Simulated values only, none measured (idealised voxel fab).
Presented below is a process module, voxel fin reveal.
Cross-section cut: width 200 nm, square cells of 5 nm.
In what follows, cross-sections appear as grids of square cells, described through bands that run from the top down, where every band is one or more rows of cells.
Quick guide to a band line: top height, bottom height (nm) up front; then every material left to right with its width in nm. Only one material and it's marked "everywhere"? Then it fills the band edge to edge. And "empty" just means empty space.
Height 0 is the level under which the wafer as received is all one material. The lowest band goes on downwards, as in "0..down".
The width entry "30 to 40" should be interpreted row by row: the top row of cells in the band takes the first number, the bottom row takes the second number, and the change between adjacent rows is uniform throughout.
Step marked "everything unchanged"? Then no cell in the cross-section changed in it.
The list in "Tabulated closed voids" covers empty spaces of 8 cells or more that cannot reach the top through any open way, and it gives each as width x height at distance; the distance is from the left edge, and width, height and distance are in nm.
Step line, after settings: the simulator's comment on this step.
If you see "overlay nm" on a step's line and that step has a mask, it's telling you how far right of where it was planned the mask ended up; a negative number means it went left instead.
## Listed below are the process steps as planned
1: RECEIVE [material Si]
2: CONFORMAL_DEP [material SiN] [thk nm 10]
3: MASKED_ETCH [tone cover] [mask id FINS] [width nm 15] [pitch nm 35] [etch materials SiN] [depth nm 10] [overlay nm 0]
4: MASKED_ETCH [tone cover] [mask id FINS] [width nm 15] [pitch nm 35] [etch materials Si] [depth nm 35] [overlay nm 0]
5: OXIDIZE [depth nm 5]
6: FILL_DEP [material SiO2] [thk nm 10]
7: CMP [height nm 10]
8: SELECTIVE_ETCH [etch materials SiO2] [depth nm 35]
9: STRIP [etch materials SiN]
10: CONFORMAL_DEP [material HfO2] [thk nm 5]
## Delivered wafer in cross-section: state after step 1
    0..down = Si everywhere
    Tabulated closed voids: none
## First of two wafers: cross-section at end of module, run per plan
    5..0 = empty 40  HfO2 15  empty 20  HfO2 15  empty 20  HfO2 15  empty 20  HfO2 15  empty 40
    0..-20 = empty 40  HfO2 5  Si 5  HfO2 5  empty 20  HfO2 5  Si 5  HfO2 5  empty 20  HfO2 5  Si 5  HfO2 5  empty 20  HfO2 5  Si 5  HfO2 5  empty 40
    -20..-25 = HfO2 45  Si 5  HfO2 30  Si 5  HfO2 30  Si 5  HfO2 30  Si 5  HfO2 45
    -25..-40 = SiO2 45  Si 5  SiO2 30  Si 5  SiO2 30  Si 5  SiO2 30  Si 5  SiO2 45
    -40..down = Si everywhere
    Tabulated closed voids: none
## So this is wafer number two of the two, cut at the end of the module - it started where the first did and had the same plan, we just got one thing wrong running it
    5..0 = empty 40  HfO2 15  empty 20  HfO2 15  empty 20  HfO2 15  empty 20  HfO2 15  empty 40
    0..-20 = empty 40  HfO2 5  Si 5  HfO2 5  empty 20  HfO2 5  Si 5  HfO2 5  empty 20  HfO2 5  Si 5  HfO2 5  empty 20  HfO2 5  Si 5  HfO2 5  empty 40
    -20..-25 = HfO2 10  empty 30  HfO2 5  Si 5  HfO2 5  empty 20  HfO2 5  Si 5  HfO2 5  empty 20  HfO2 5  Si 5  HfO2 5  empty 20  HfO2 5  Si 5  HfO2 5  empty 30  HfO2 10
    -25..-30 = SiO2 5  HfO2 5  empty 30  HfO2 5  Si 5  HfO2 5  empty 20  HfO2 5  Si 5  HfO2 5  empty 20  HfO2 5  Si 5  HfO2 5  empty 20  HfO2 5  Si 5  HfO2 5  empty 30  HfO2 5  SiO2 5
    -30..-35 = SiO2 5  HfO2 40  Si 5  HfO2 30  Si 5  HfO2 30  Si 5  HfO2 30  Si 5  HfO2 40  SiO2 5
    -35..-40 = SiO2 45  Si 5  SiO2 30  Si 5  SiO2 30  Si 5  SiO2 30  Si 5  SiO2 45
    -40..down = Si everywhere
    Tabulated closed voids: none
Against the plan, the run slipped here: the run placed steps 8 and 9 each in the position the plan gave to the other
Cell-count delta at end, second wafer over first, by material: HfO2 +20, SiO2 -68
